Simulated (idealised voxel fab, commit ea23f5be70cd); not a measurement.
The following process module bears the name voxel transistor to metal.
This is section cut - it's 180 nm across, gridded in 5 nm square cells.
Notation: cross-section as square-cell grid; stated in bands, top first, going down; one or more cell rows per band.
The band entry comprises the height of the band's top followed by the height of its bottom, expressed in nm, and subsequently the band's materials from left to right, each stated together with its width in nm. Where a single material is marked with the word "everywhere", that material fills the band from edge to edge. The word "air" represents empty space.
Height reference: 0 = level under which incoming wafer is all one material. Lowest band: no bottom, runs on downward, e.g. "top 0, no bottom".
The notation "30->40" denotes a width that varies across the rows of cells in the band, beginning at the first number in the top row, finishing at the second number in the bottom row, and changing by an identical amount from each row to the next.
Where a step carries "remains unaltered", the cross-section came out of it unchanged, cell for cell.
"Enclosed voids": empty spaces of 8 cells or more with no open way to the top, each given as width x height at distance, distance from the left edge, all in nm.
If you see something after the settings on a step's line, that's the simulator's own remark about that step.
For masked steps, "overlay nm" on the step line gives how far right of plan the mask actually lay; a minus sign means it lay to the left.
## The steps planned for the process are as follows
step 1: RECEIVE,material Si
step 2: CONFORMAL_DEP,material SiO2,thk nm 5
step 3: CONFORMAL_DEP,material SiN,thk nm 15
step 4: MASKED_ETCH,tone cover,mask id ACTIVE,width nm 115,etch materials SiN,depth nm 15,overlay nm 0
step 5: MASKED_ETCH,tone cover,mask id ACTIVE,width nm 115,etch materials SiO2,depth nm 5,overlay nm 0
step 6: MASKED_ETCH,tone cover,mask id ACTIVE,width nm 115,etch materials Si,depth nm 15,overlay nm 0
step 7: OXIDIZE,depth nm 5
step 8: FILL_DEP,material SiO2,thk nm 10
step 9: CMP,height nm 20
step 10: SELECTIVE_ETCH,etch materials SiO2,depth nm 15
step 11: STRIP,etch materials SiN
step 12: SELECTIVE_ETCH,etch materials SiO2,depth nm 5
step 13: OXIDIZE,depth nm 5
step 14: DIRECTIONAL_DEP,material polySi,thk nm 30
step 15: DIRECTIONAL_DEP,material SiCN,thk nm 15
step 16: PATTERN,tone cover,mask id GATE,material resist,width nm 25,thk nm 15,overlay nm 0
step 17: DIRECTIONAL_ETCH,etch materials SiCN,depth nm 25
step 18: DIRECTIONAL_ETCH,etch materials polySi,depth nm 40
step 19: STRIP,etch materials resist
step 20: CONFORMAL_DEP,material SiN,thk nm 10
step 21: DIRECTIONAL_ETCH,etch materials SiN,depth nm 10
step 22: DIRECTIONAL_ETCH,etch materials SiO2,depth nm 5
step 23: DIRECTIONAL_ETCH,etch materials Si,depth nm 10
step 24: EPI,material pSi,thk nm 15
step 25: FILL_DEP,material SiO2,thk nm 10
step 26: CMP,height nm 45
step 27: DIRECTIONAL_DEP,material SiO2,thk nm 15
step 28: DIRECTIONAL_DEP,material aC,thk nm 15
step 29: PATTERN,tone open,mask id CONTACT,material resist,width nm 15,pitch nm 80,thk nm 30,overlay nm 0
step 30: DIRECTIONAL_ETCH,etch materials aC,depth nm 15
step 31: STRIP,etch materials resist
step 32: DIRECTIONAL_ETCH,etch materials SiO2,depth nm 60
step 33: STRIP,etch materials aC
step 34: CONFORMAL_DEP,material TiN,thk nm 5
step 35: FILL_DEP,material Ru,thk nm 5
step 36: CMP,height nm 60
step 37: CONFORMAL_DEP,material SiN,thk nm 5
step 38: DIRECTIONAL_DEP,material SiO2,thk nm 15
step 39: DIRECTIONAL_DEP,material aC,thk nm 10
step 40: PATTERN,tone open,mask id METAL_1,material resist,width nm 15,pitch nm 80,thk nm 30,overlay nm 0
step 41: DIRECTIONAL_ETCH,etch materials aC,depth nm 10
step 42: STRIP,etch materials resist
step 43: DIRECTIONAL_ETCH,etch materials SiO2,depth nm 15
step 44: DIRECTIONAL_ETCH,etch materials SiN,depth nm 5
step 45: STRIP,etch materials aC
step 46: CONFORMAL_DEP,material TiN,thk nm 5
step 47: FILL_DEP,material Ru,thk nm 5
step 48: CMP,height nm 80
step 49: CONFORMAL_DEP,material SiCN,thk nm 5
step 50: DIRECTIONAL_DEP,material SiO2,thk nm 30
step 51: DIRECTIONAL_DEP,material aC,thk nm 10
step 52: PATTERN,tone open,mask id METAL_2,material resist,width nm 15,pitch nm 80,thk nm 25,overlay nm 0
step 53: DIRECTIONAL_ETCH,etch materials aC,depth nm 10
step 54: STRIP,etch materials resist
step 55: DIRECTIONAL_ETCH,etch materials SiO2,depth nm 20
step 56: STRIP,etch materials aC
step 57: MASKED_ETCH,tone open,mask id METAL_2_HOLES,width nm 15,pitch nm 80,etch materials SiO2,depth nm 10,overlay nm 0
step 58: MASKED_ETCH,tone open,mask id METAL_2_HOLES,width nm 15,pitch nm 80,etch materials SiCN,depth nm 5,overlay nm 0
step 59: CONFORMAL_DEP,material TiN,thk nm 5
step 60: FILL_DEP,material Cu,thk nm 10
step 61: CMP,height nm 115
step 62: CONFORMAL_DEP,material SiN,thk nm 5
What sets these wafers apart? The depth nm at step 6. They all start alike, and the plan carries the first wafer's value.
## Cross-section of the first incoming wafer of several, state after step 1
	top 0, no bottom = Si everywhere
	Enclosed voids: none
## Cross-section after step 62, the final step of the module, for the first of several wafers
	top 120, bottom 115 = SiN everywhere
	top 115, bottom 85 = SiO2=40  TiN=5  Cu=5  TiN=5  SiO2=65  TiN=5  Cu=5  TiN=5  SiO2=45
	top 85, bottom 80 = SiCN=40  TiN=15  SiCN=65  TiN=15  SiCN=45
	top 80, bottom 65 = SiO2=40  TiN=5  Ru=5  TiN=5  SiO2=65  TiN=5  Ru=5  TiN=5  SiO2=45
	top 65, bottom 60 = SiN=40  TiN=15  SiN=65  TiN=15  SiN=45
	top 60, bottom 45 = SiO2=40  TiN=5  Ru=5  TiN=5  SiO2=65  TiN=5  Ru=5  TiN=5  SiO2=45
	top 45, bottom 30 = SiO2=40  TiN=5  Ru=5  TiN=5  SiO2=10  SiN=10  SiCN=25  SiN=10  SiO2=10  TiN=5  Ru=5  TiN=5  SiO2=45
	top 30, bottom 15 = SiO2=40  TiN=5  Ru=5  TiN=5  SiO2=10  SiN=10  polySi=25  SiN=10  SiO2=10  TiN=5  Ru=5  TiN=5  SiO2=45
	top 15, bottom 10 = SiO2=40  TiN=15  SiO2=10  SiN=10  polySi=25  SiN=10  SiO2=10  TiN=15  SiO2=45
	top 10, bottom 0 = SiO2=40  TiN=10  pSi=15  SiN=10  polySi=25  SiN=10  pSi=15  TiN=10  SiO2=45
	top 0, bottom -5 = SiO2=30  pSi=35  SiO2=45  pSi=35  SiO2=35
	top -5, bottom -15 = SiO2=35  pSi=30  Si=45  pSi=30  SiO2=40
	top -15, bottom -20 = SiO2=35  Si=105  SiO2=40
	top -20, no bottom = Si everywhere
	Enclosed voids: none
## Sectional view of the last wafer upon completion of the module
	top 120, bottom 115 = SiN everywhere
	top 115, bottom 85 = SiO2=40  TiN=5  Cu=5  TiN=5  SiO2=65  TiN=5  Cu=5  TiN=5  SiO2=45
	top 85, bottom 80 = SiCN=40  TiN=15  SiCN=65  TiN=15  SiCN=45
	top 80, bottom 65 = SiO2=40  TiN=5  Ru=5  TiN=5  SiO2=65  TiN=5  Ru=5  TiN=5  SiO2=45
	top 65, bottom 60 = SiN=40  TiN=15  SiN=65  TiN=15  SiN=45
	top 60, bottom 45 = SiO2=40  TiN=5  Ru=5  TiN=5  SiO2=65  TiN=5  Ru=5  TiN=5  SiO2=45
	top 45, bottom 30 = SiO2=40  TiN=5  Ru=5  TiN=5  SiO2=10  SiN=10  SiCN=25  SiN=10  SiO2=10  TiN=5  Ru=5  TiN=5  SiO2=45
	top 30, bottom 15 = SiO2=40  TiN=5  Ru=5  TiN=5  SiO2=10  SiN=10  polySi=25  SiN=10  SiO2=10  TiN=5  Ru=5  TiN=5  SiO2=45
	top 15, bottom 10 = SiO2=40  TiN=15  SiO2=10  SiN=10  polySi=25  SiN=10  SiO2=10  TiN=15  SiO2=45
	top 10, bottom 0 = SiO2=40  TiN=10  pSi=15  SiN=10  polySi=25  SiN=10  pSi=15  TiN=10  SiO2=45
	top 0, bottom -5 = SiO2=30  pSi=35  SiO2=45  pSi=35  SiO2=35
	top -5, bottom -15 = SiO2=35  pSi=30  Si=45  pSi=30  SiO2=40
	top -15, bottom -45 = SiO2=35  Si=105  SiO2=40
	top -45, no bottom = Si everywhere
	Enclosed voids: none
## The following table contains a row per wafer, in which are reported, at the conclusion of the module, the cells of each material gained (+) or lost (-) since the wafer's receipt, with its closed voids given thereafter
depth nm 15 | +12 Cu | +24 Ru | -105 Si | +45 SiCN | +102 SiN | +608 SiO2 | +98 TiN | +50 pSi | +30 polySi | Enclosed voids: none
depth nm 20 | +12 Cu | +24 Ru | -120 Si | +45 SiCN | +102 SiN | +623 SiO2 | +98 TiN | +50 pSi | +30 polySi | Enclosed voids: none
depth nm 25 | +12 Cu | +24 Ru | -135 Si | +45 SiCN | +102 SiN | +638 SiO2 | +98 TiN | +50 pSi | +30 polySi | Enclosed voids: none
depth nm 30 | +12 Cu | +24 Ru | -150 Si | +45 SiCN | +102 SiN | +653 SiO2 | +98 TiN | +50 pSi | +30 polySi | Enclosed voids: none
depth nm 35 | +12 Cu | +24 Ru | -165 Si | +45 SiCN | +102 SiN | +668 SiO2 | +98 TiN | +50 pSi | +30 polySi | Enclosed voids: none
depth nm 40 | +12 Cu | +24 Ru | -180 Si | +45 SiCN | +102 SiN | +683 SiO2 | +98 TiN | +50 pSi | +30 polySi | Enclosed voids: none
